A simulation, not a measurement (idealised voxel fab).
Title: Process Module voxel trench capacitor
Square cells of 5 nm make up the cross-section cut, whose width is 205 nm.
Notation: cross-section as square-cell grid; stated in bands, top first, going down; one or more cell rows per band. The band entry comprises the height of the band's top followed by the height of its bottom, expressed in nm, and subsequently the band's materials from left to right, each stated together with its width in nm. Where a single material is marked with the word "all across", that material fills the band from edge to edge. The word "blank" represents empty space. Heights are expressed relative to 0, this being the level below which the as-received wafer comprises one material exclusively. The lowest band is unbounded in the downward direction and is denoted as in "top 0, no bottom". You'd read "30..40" like this: the band's top row of cells is as wide as the first number, its bottom row is as wide as the second, and going down, every row changes width by the same amount as the row before did. Where the words "no change occurred" appear for a step, the cross-section shows no cell changed by that step; every cell remained as before. Each empty space that has no open way to the top and spans at least 8 cells appears under "Closed cavity list" as width x height at distance, the distance counted from the left edge, all in nm. Read whatever lies past the settings on a step's line as the simulator's own remark about the step. A step line may carry the setting "overlay nm", which, for steps involving a mask, states the distance by which the mask lay to the right of its intended position; negative values denote displacement to the left.
Intended process steps:
- 1: RECEIVE [material Si]
- 2: CONFORMAL_DEP [material SiN] [thk nm 10]
- 3: DIRECTIONAL_DEP [material aC] [thk nm 15]
- 4: PATTERN [tone open] [mask id TRENCH] [material resist] [width nm 25] [pitch nm 50] [thk nm 35] [overlay nm 0]
- 5: DIRECTIONAL_ETCH [etch materials aC] [depth nm 15]
- 6: STRIP [etch materials resist]
- 7: DIRECTIONAL_ETCH [etch materials SiN] [depth nm 10]
- 8: DIRECTIONAL_ETCH [etch materials Si] [depth nm 25]
- 9: STRIP [etch materials aC]
- 10: CONFORMAL_DEP [material SiO2] [thk nm 5]
- 11: FILL_DEP [material polySi] [thk nm 10]
- 12: CMP [height nm 10]
Cross-section of the wafer at receipt, which is the condition after step 1:
* top 0, no bottom: Si all across
* Closed cavity list: none
The first of the two wafers as seen in cross-section once the module was finished; processing followed the plan:
* top 10, bottom 0: SiN: 40; SiO2: 5; polySi: 15; SiO2: 5; SiN: 25; SiO2: 5; polySi: 15; SiO2: 5; SiN: 25; SiO2: 5; polySi: 15; SiO2: 5; SiN: 40
* top 0, bottom -20: Si: 40; SiO2: 5; polySi: 15; SiO2: 5; Si: 25; SiO2: 5; polySi: 15; SiO2: 5; Si: 25; SiO2: 5; polySi: 15; SiO2: 5; Si: 40
* top -20, bottom -25: Si: 40; SiO2: 25; Si: 25; SiO2: 25; Si: 25; SiO2: 25; Si: 40
* top -25, no bottom: Si all across
* Closed cavity list: none
Second wafer of the two, sectioned at the end of the module. It began like the first and followed the same plan, but one mistake was made while running it:
* top 10, bottom 0: SiN: 45; SiO2: 5; polySi: 15; SiO2: 5; SiN: 25; SiO2: 5; polySi: 15; SiO2: 5; SiN: 25; SiO2: 5; polySi: 15; SiO2: 5; SiN: 35
* top 0, bottom -20: Si: 45; SiO2: 5; polySi: 15; SiO2: 5; Si: 25; SiO2: 5; polySi: 15; SiO2: 5; Si: 25; SiO2: 5; polySi: 15; SiO2: 5; Si: 35
* top -20, bottom -25: Si: 45; SiO2: 25; Si: 25; SiO2: 25; Si: 25; SiO2: 25; Si: 35
* top -25, no bottom: Si all across
* Closed cavity list: none
What broke from the plan during processing? heads up, step 4 didn't go per plan, it actually ran as PATTERN [tone open] [mask id TRENCH] [material resist] [width nm 25] [pitch nm 50] [thk nm 35] [overlay nm 5]
Final wafers compared: equal cell tally per material, rearranged layout.
